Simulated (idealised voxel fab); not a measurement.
The process module presented herein is designated voxel ribs on slabs.
cross-section cut | 220 nm wide | cells 5 nm
Notation: cross-section as square-cell grid; stated in bands, top first, going down; one or more cell rows per band.
Read a band's entry like this: the first values are the height of its top and the height of its bottom in nm, and what follows is the sequence of materials from left to right, each with its width in nm. Note that "blank" is empty space, and that a single material marked "full width" reaches across the band from edge to edge.
Heights are expressed relative to 0, this being the level below which the as-received wafer comprises one material exclusively. The lowest band is unbounded in the downward direction and is denoted as in "0..down".
With a width like "30 to 40", each row of cells in the band differs from the next by the same amount, the top row carrying the first number and the bottom row the second.
You'll sometimes find "everything unchanged" written for a step, and that's the way of saying that nowhere in the cross-section did a cell change during that step.
Entry "Closed void list" = empty spaces >= 8 cells with no open way to the top; each as width x height at distance, distance from left edge, all nm.
Where a step's line continues beyond its settings, the continuation is a remark by the simulator itself on that step.
Each step line may optionally specify "overlay nm", which for a step with a mask gives the rightward distance between the mask's planned place and where it lay, a negative value indicating the leftward direction.
Intended process steps
1,RECEIVE: material Si
2,DIRECTIONAL_DEP: material SiO2, thk nm 20
3,DIRECTIONAL_DEP: material SiN, thk nm 25
4,DIRECTIONAL_DEP: material aC, thk nm 15
5,PATTERN: tone cover, mask id RIB, material resist, width nm 15, thk nm 30, overlay nm 0
6,DIRECTIONAL_ETCH: etch materials aC, depth nm 15
7,STRIP: etch materials resist
8,DIRECTIONAL_ETCH: etch materials SiN, depth nm 20
9,STRIP: etch materials aC
10,DIRECTIONAL_DEP: material aC, thk nm 10
11,PATTERN: tone cover, mask id SLAB, material resist, width nm 45, thk nm 30, overlay nm 0
12,DIRECTIONAL_ETCH: etch materials aC, depth nm 10
13,STRIP: etch materials resist
14,DIRECTIONAL_ETCH: etch materials SiN, depth nm 5
15,STRIP: etch materials aC
16,FILL_DEP: material SiO2, thk nm 25
17,CMP: height nm 60
18,DIRECTIONAL_DEP: material TiN, thk nm 5
19,MASKED_ETCH: tone cover, mask id HEATER, width nm 25, etch materials TiN, depth nm 5, overlay nm 0
20,CONFORMAL_DEP: material SiO2, thk nm 10
First of two wafers - as planned
Cross-section of the wafer at receipt, which is the condition after step 1
	0..down | Si full width
	Closed void list: none
Wafer xsec, post step 2
	20..0 | SiO2 full width
	For the remainder of the cross-section, below 0, there is no change.
Wafer xsec, post step 3
	45..20 | SiN full width
	For the remainder of the cross-section, below 20, there is no change.
Wafer xsec, post step 4
	60..45 | aC full width
	For the remainder of the cross-section, below 45, there is no change.
Wafer xsec, post step 5
	90..60 | blank 100 / resist 15 / blank 105
	For the remainder of the cross-section, below 60, there is no change.
Wafer xsec, post step 6
	75..60 | blank 100 / resist 15 / blank 105
	60..45 | blank 100 / aC 15 / blank 105
	For the remainder of the cross-section, below 45, there is no change.
Wafer xsec, post step 7
	60..45 | blank 100 / aC 15 / blank 105
	For the remainder of the cross-section, below 45, there is no change.
Wafer xsec, post step 8
	60..45 | blank 100 / aC 15 / blank 105
	45..25 | blank 100 / SiN 15 / blank 105
	For the remainder of the cross-section, below 25, there is no change.
Wafer xsec, post step 9
	45..25 | blank 100 / SiN 15 / blank 105
	For the remainder of the cross-section, below 25, there is no change.
Wafer xsec, post step 10
	55..45 | blank 100 / aC 15 / blank 105
	45..35 | blank 100 / SiN 15 / blank 105
	35..25 | aC 100 / SiN 15 / aC 105
	For the remainder of the cross-section, below 25, there is no change.
Wafer xsec, post step 11
	85..55 | blank 85 / resist 45 / blank 90
	55..45 | blank 85 / resist 15 / aC 15 / resist 15 / blank 90
	45..35 | blank 85 / resist 15 / SiN 15 / resist 15 / blank 90
	For the remainder of the cross-section, below 35, there is no change.
Wafer xsec, post step 12
	75..55 | blank 85 / resist 45 / blank 90
	55..45 | blank 85 / resist 15 / aC 15 / resist 15 / blank 90
	45..35 | blank 85 / resist 15 / SiN 15 / resist 15 / blank 90
	35..25 | blank 85 / aC 15 / SiN 15 / aC 15 / blank 90
	For the remainder of the cross-section, below 25, there is no change.
Wafer xsec, post step 13
	55..45 | blank 100 / aC 15 / blank 105
	45..35 | blank 100 / SiN 15 / blank 105
	For the remainder of the cross-section, below 35, there is no change.
Wafer xsec, post step 14
	55..45 | blank 100 / aC 15 / blank 105
	45..35 | blank 100 / SiN 15 / blank 105
	35..25 | blank 85 / aC 15 / SiN 15 / aC 15 / blank 90
	25..20 | blank 85 / SiN 45 / blank 90
	For the remainder of the cross-section, below 20, there is no change.
Wafer xsec, post step 15
	45..25 | blank 100 / SiN 15 / blank 105
	For the remainder of the cross-section, below 25, there is no change.
Wafer xsec, post step 16
	70..45 | SiO2 full width
	45..25 | SiO2 100 / SiN 15 / SiO2 105
	25..20 | SiO2 85 / SiN 45 / SiO2 90
	For the remainder of the cross-section, below 20, there is no change.
Wafer xsec, post step 17
	60..45 | SiO2 full width
	For the remainder of the cross-section, below 45, there is no change.
Wafer xsec, post step 18
	65..60 | TiN full width
	For the remainder of the cross-section, below 60, there is no change.
Wafer xsec, post step 19
	65..60 | blank 95 / TiN 25 / blank 100
	For the remainder of the cross-section, below 60, there is no change.
Wafer xsec, post step 20
	75..70 | blank 85 / SiO2 45 / blank 90
	70..65 | SiO2 full width
	65..60 | SiO2 95 / TiN 25 / SiO2 100
	For the remainder of the cross-section, below 60, there is no change.
Second Wafer (Identical Start and Plan, One Processing Error; Matches First Wafer Through Step 16)
Look at the second wafer in cross-section at the time step 17 ought to have finished
	65..45 | SiO2 full width
	For the remainder of the cross-section, below 45, there is no change.
Look at the second wafer in cross-section at the time step 18 ought to have finished
	70..65 | TiN full width
	For the remainder of the cross-section, below 65, there is no change.
Look at the second wafer in cross-section at the time step 19 ought to have finished
	70..65 | blank 95 / TiN 25 / blank 100
	For the remainder of the cross-section, below 65, there is no change.
Look at the second wafer in cross-section at the time step 20 ought to have finished
	80..75 | blank 85 / SiO2 45 / blank 90
	75..70 | SiO2 full width
	70..65 | SiO2 95 / TiN 25 / SiO2 100
	For the remainder of the cross-section, below 65, there is no change.
It is concluded that the wafer was processed incorrectly with respect to the plan, in that step 17 deviated from plan and actually ran as CMP: height nm 65
Heads up, by the end the second wafer has more or fewer cells of some materials compared to the first: SiO2 +44
